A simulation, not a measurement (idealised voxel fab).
Process module in this document: voxel lift off
This is section cut - it's 300 nm across, gridded in 5 nm square cells.
Cross-section spec: square-cell grid; bands listed top down; each band is one or more rows. For a band, the entry starts with two heights in nm, that of the top and then that of the bottom, and carries on with the band's materials in order from left to right, each alongside its width in nm; the word "full width" beside a single material means it fills the band edge to edge, and "air" means empty space. For the purposes of this specification, 0 denotes the height below which the wafer in its as-received condition is composed wholly of one material, and the lowermost band, lacking a lower limit, extends downward without end, as expressed in "0 nm and below". It should be noted that a width expressed as "30 to 40" varies in equal increments from row to row of cells within the band, taking the value of the first number at the top row and that of the second number at the bottom row. "no change occurred" -> step changed no cross-section cell. In the "Cavities, sealed" entry, you get each enclosed empty space of 8 cells or more, one with no open way to the top, written width x height at distance, distance from the left edge, in nm. after a step's settings: what the simulator itself notes on the step. overlay nm: mask right of planned place by this much (step with mask). Neg. = left.
Planned process steps
step 1: RECEIVE,material Si
step 2: CONFORMAL_DEP,material SiN,thk nm 5
step 3: PATTERN,tone open,mask id LINES,material resist,width nm 15,pitch nm 50,thk nm 20,overlay nm 0
step 4: DIRECTIONAL_DEP,material Ru,thk nm 10
step 5: STRIP,etch materials resist
step 6: CONFORMAL_DEP,material SiN,thk nm 5
Same starting wafers, different width nm at step 3. Plan value belongs to the first wafer.
Cross-section, first of several wafers, as delivered after step 1
- 0 nm and below: Si full width
- Cavities, sealed: none
Module end state after final step 6: cross-section of the first of several wafers
- 20 nm to 15 nm: air 85 nm, then SiN 25 nm, then air 25 nm, then SiN 25 nm, then air 25 nm, then SiN 25 nm, then air 90 nm
- 15 nm to 10 nm: air 85 nm, then SiN 5 nm, then Ru 15 nm, then SiN 5 nm, then air 25 nm, then SiN 5 nm, then Ru 15 nm, then SiN 5 nm, then air 25 nm, then SiN 5 nm, then Ru 15 nm, then SiN 5 nm, then air 90 nm
- 10 nm to 5 nm: SiN 90 nm, then Ru 15 nm, then SiN 35 nm, then Ru 15 nm, then SiN 35 nm, then Ru 15 nm, then SiN 95 nm
- 5 nm to 0 nm: SiN full width
- 0 nm and below: Si full width
- Cavities, sealed: none
Cross-section at module completion, last wafer
- 20 nm to 15 nm: air 75 nm, then SiN 45 nm, then air 5 nm, then SiN 45 nm, then air 5 nm, then SiN 45 nm, then air 80 nm
- 15 nm to 10 nm: air 75 nm, then SiN 5 nm, then Ru 35 nm, then SiN 5 nm, then air 5 nm, then SiN 5 nm, then Ru 35 nm, then SiN 5 nm, then air 5 nm, then SiN 5 nm, then Ru 35 nm, then SiN 5 nm, then air 80 nm
- 10 nm to 5 nm: SiN 80 nm, then Ru 35 nm, then SiN 15 nm, then Ru 35 nm, then SiN 15 nm, then Ru 35 nm, then SiN 85 nm
- 5 nm to 0 nm: SiN full width
- 0 nm and below: Si full width
- Cavities, sealed: none
Below is a per-wafer table. In it, each row describes the wafer at the end of the module by giving, for each material, the number of cells gained (+) or lost (-) since the wafer was received, and after that the closed voids of the wafer
width nm 15 | +18 Ru | +132 SiN | Cavities, sealed: none
width nm 20 | +24 Ru | +132 SiN | Cavities, sealed: none
width nm 25 | +30 Ru | +132 SiN | Cavities, sealed: none
width nm 30 | +36 Ru | +132 SiN | Cavities, sealed: none
width nm 35 | +42 Ru | +132 SiN | Cavities, sealed: none
